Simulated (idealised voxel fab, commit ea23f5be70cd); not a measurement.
process module | voxel tone inversion
cross-section cut | 190 nm wide | cells 5 nm
A cross-section is a grid of square cells, given in bands from the top down. A band is one or more rows of cells.
Each band's line starts with the height of the band's top and of its bottom, in nm. Then come its materials from left to right, each with its width in nm. One material with "throughout" fills the band from edge to edge. "air" is empty space.
Height 0 is the level under which the wafer as received is all one material. The lowest band goes on downwards, as in "0 down".
A width such as "30 to 40" changes by the same amount from each row of cells to the next, from the band's top row to its bottom row.
"no change" after a step means that no cell of the cross-section changed.
closed voids: empty space of 8 cells or more with no open way to the top, each as width x height at its distance from the left edge, in nm
after a step's settings: what the simulator itself notes on the step
overlay nm, on a step with a mask: how far to the right of its planned place the mask lay; to the left if negative
plan
1 op RECEIVE | material Si
2 op CONFORMAL_DEP | material SiCN | thk nm 10
3 op DIRECTIONAL_DEP | material polySi | thk nm 25
4 op PATTERN | tone cover | mask id POSTS | material resist | width nm 25 | pitch nm 40 | thk nm 35 | overlay nm 0
5 op DIRECTIONAL_ETCH | etch materials polySi | depth nm 25
6 op STRIP | etch materials resist
7 op FILL_DEP | material lowk | thk nm 5
8 op CMP | height nm 35
9 op STRIP | etch materials polySi
10 op CONFORMAL_DEP | material TiN | thk nm 5
11 op FILL_DEP | material W | thk nm 5
12 op CMP | height nm 35
13 op CONFORMAL_DEP | material SiCN | thk nm 5
as received, after step 1
  0 down: Si throughout
  closed voids: none
a wafer at the end: this start, this plan, one mistake
  40 to 35: SiCN throughout
  35 to 10: W throughout
  10 to 0: SiCN throughout
  0 down: Si throughout
  closed voids: none
what went wrong: step 3 ran as: op DIRECTIONAL_DEP | material W | thk nm 25
